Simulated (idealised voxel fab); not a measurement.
Title: Process Module voxel capacitor over wiring
Xsec cut, 180 nm wide, square cell size 5 nm.
A cross-section is a grid of square cells, given in bands from the top down. A band is one or more rows of cells.
It is stipulated that each band's entry specify, in nanometres, the height of the top of the band and then that of its bottom, followed by the materials of the band in left-to-right sequence, each together with its width in nanometres. A single material marked by the word "full width" is understood to fill the band from edge to edge; the word "blank" is understood to denote empty space.
Where do heights start? At 0: under that level the wafer as delivered is made of one material only. And the lowest band has no floor; it just carries on downward, as in "0 down".
A width given as "30->40" starts at the first number in the band's top row and ends at the second number in its bottom row, shifting by an equal amount at every step from row to row.
"no modifications" means the step left every cell of the cross-section as it was.
"Closed void list": empty spaces of 8 cells or more with no open way to the top, each given as width x height at distance, distance from the left edge, all in nm.
Step line, after settings: the simulator's comment on this step.
overlay nm: step with mask; distance mask lay right of planned place; negative value = left of planned place.

So here's the lineup of process steps we planned
- 1: RECEIVE [material Si]
- 2: CONFORMAL_DEP [material SiO2] [thk nm 5]
- 3: DIRECTIONAL_DEP [material TiN] [thk nm 5]
- 4: DIRECTIONAL_DEP [material Ru] [thk nm 15]
- 5: PATTERN [tone cover] [mask id METAL_1] [material resist] [width nm 25] [pitch nm 85] [thk nm 20] [overlay nm 0]
- 6: DIRECTIONAL_ETCH [etch materials Ru] [depth nm 15]
- 7: DIRECTIONAL_ETCH [etch materials TiN] [depth nm 5]
- 8: STRIP [etch materials resist]
- 9: CONFORMAL_DEP [material SiCN] [thk nm 5]
- 10: FILL_DEP [material SiO2] [thk nm 10]
- 11: CMP [height nm 30]
- 12: CONFORMAL_DEP [material SiCN] [thk nm 5]
- 13: DIRECTIONAL_DEP [material SiO2] [thk nm 15]
- 14: DIRECTIONAL_DEP [material aC] [thk nm 10]
- 15: PATTERN [tone open] [mask id PLUG_1] [material resist] [width nm 15] [thk nm 25] [overlay nm 0]
- 16: DIRECTIONAL_ETCH [etch materials aC] [depth nm 10]
- 17: STRIP [etch materials resist]
- 18: DIRECTIONAL_ETCH [etch materials SiO2] [depth nm 15]
- 19: DIRECTIONAL_ETCH [etch materials SiCN] [depth nm 5]
- 20: STRIP [etch materials aC]
- 21: EPI [material Ru] [thk nm 10]
- 22: EPI [material Ru] [thk nm 10]
- 23: DIRECTIONAL_DEP [material TiN] [thk nm 10]
- 24: DIRECTIONAL_DEP [material SiN] [thk nm 5]
- 25: DIRECTIONAL_DEP [material TiN] [thk nm 5]
- 26: DIRECTIONAL_DEP [material aC] [thk nm 15]
- 27: PATTERN [tone cover] [mask id UPPER_PLATE] [material resist] [width nm 65] [thk nm 35] [overlay nm 0]
- 28: DIRECTIONAL_ETCH [etch materials aC] [depth nm 15]
- 29: STRIP [etch materials resist]
- 30: DIRECTIONAL_ETCH [etch materials TiN] [depth nm 5]
- 31: DIRECTIONAL_ETCH [etch materials SiN] [depth nm 5]
- 32: STRIP [etch materials aC]
- 33: PATTERN [tone cover] [mask id LOWER_PLATE] [material resist] [width nm 75] [thk nm 15] [overlay nm 0]
- 34: DIRECTIONAL_ETCH [etch materials TiN] [depth nm 10]
- 35: STRIP [etch materials resist]
- 36: FILL_DEP [material SiO2] [thk nm 15]
- 37: CMP [height nm 80]
- 38: MASKED_ETCH [tone open] [mask id PLUG_2] [width nm 15] [etch materials SiO2] [depth nm 10] [overlay nm 0]
- 39: CONFORMAL_DEP [material TiN] [thk nm 5]
- 40: FILL_DEP [material Cu] [thk nm 10]
- 41: CMP [height nm 80]
- 42: CONFORMAL_DEP [material SiN] [thk nm 5]
For clarity, it should be stated that the wafers under discussion commence in an identical condition and differ with respect to the thk nm of step 2, the plan indicating the value that the first wafer had.

Received wafers, first of several: cross-section after step 1
* 0 down | Si full width
* Closed void list: none

Per wafer (row), end of module: delta in cells per material since receipt, (+) for gained, (-) for lost; closed voids after that
thk nm 5; +1 Cu; +30 Ru; +85 SiCN; +49 SiN; +389 SiO2; +58 TiN; Closed void list: none
thk nm 10; +1 Cu; +42 Ru; +71 SiCN; +49 SiN; +391 SiO2; +58 TiN; Closed void list: none
thk nm 15; +1 Cu; +32 Ru; +67 SiCN; +49 SiN; +405 SiO2; +58 TiN; Closed void list: none
thk nm 20; +1 Cu; +22 Ru; +63 SiCN; +49 SiN; +419 SiO2; +58 TiN; Closed void list: none
thk nm 25; +1 Cu; +12 Ru; +59 SiCN; +49 SiN; +433 SiO2; +58 TiN; Closed void list: none
